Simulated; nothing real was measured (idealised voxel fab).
process module | voxel self aligned contacts
cross-section cut | 175 nm wide | cells 5 nm
A cross-section is a grid of square cells, given in bands from the top down. A band is one or more rows of cells.
Each band's line starts with the height of the band's top and of its bottom, in nm. Then come its materials from left to right, each with its width in nm. One material with "throughout" fills the band from edge to edge. "air" is empty space.
Height 0 is the level under which the wafer as received is all one material. The lowest band goes on downwards, as in "0 down".
A width such as "30 to 40" changes by the same amount from each row of cells to the next, from the band's top row to its bottom row.
"no change" after a step means that no cell of the cross-section changed.
closed voids: empty space of 8 cells or more with no open way to the top, each as width x height at its distance from the left edge, in nm
after a step's settings: what the simulator itself notes on the step
overlay nm, on a step with a mask: how far to the right of its planned place the mask lay; to the left if negative
plan
1 op RECEIVE | material Si
2 op CONFORMAL_DEP | material SiO2 | thk nm 5
3 op DIRECTIONAL_DEP | material polySi | thk nm 25
4 op DIRECTIONAL_DEP | material SiN | thk nm 25
5 op MASKED_ETCH | tone cover | mask id GATE | width nm 30 | pitch nm 65 | etch materials SiN | depth nm 25 | overlay nm 0
6 op MASKED_ETCH | tone cover | mask id GATE | width nm 30 | pitch nm 65 | etch materials polySi | depth nm 25 | overlay nm 0
7 op CONFORMAL_DEP | material SiN | thk nm 10
8 op DIRECTIONAL_ETCH | etch materials SiN | depth nm 10
9 op FILL_DEP | material SiO2 | thk nm 10
10 op CMP | height nm 60
11 op MASKED_ETCH | tone open | mask id CONTACT | width nm 45 | etch materials SiO2 | depth nm 60 | overlay nm 0
12 op CONFORMAL_DEP | material TiN | thk nm 5
13 op FILL_DEP | material W | thk nm 5
14 op CMP | height nm 60
15 op CONFORMAL_DEP | material SiN | thk nm 5
as received, after step 1
  0 down: Si throughout
  closed voids: none
first wafer at the end, as planned
  65 to 60: SiN throughout
  60 to 55: SiO2 65 | TiN 20 | W 5 | TiN 20 | SiO2 65
  55 to 30: SiO2 30 | SiN 50 | TiN 5 | W 5 | TiN 5 | SiN 50 | SiO2 30
  30 to 5: SiO2 30 | SiN 10 | polySi 30 | SiN 10 | TiN 5 | W 5 | TiN 5 | SiN 10 | polySi 30 | SiN 10 | SiO2 30
  5 to 0: SiO2 80 | TiN 15 | SiO2 80
  0 down: Si throughout
  closed voids: none
second wafer at the end: like start, like plan, one mistake
  65 to 60: SiN throughout
  60 to 55: SiO2 30 | SiN 50 | TiN 15 | SiN 50 | SiO2 30
  55 to 30: SiN throughout
  30 to 5: polySi throughout
  5 to 0: SiO2 throughout
  0 down: Si throughout
  closed voids: none
what went wrong: step 4 was run twice
at the end the second wafer has, in cells: 55 more of SiN | 131 fewer of SiO2 | 28 fewer of TiN | 11 fewer of W | 115 more of polySi
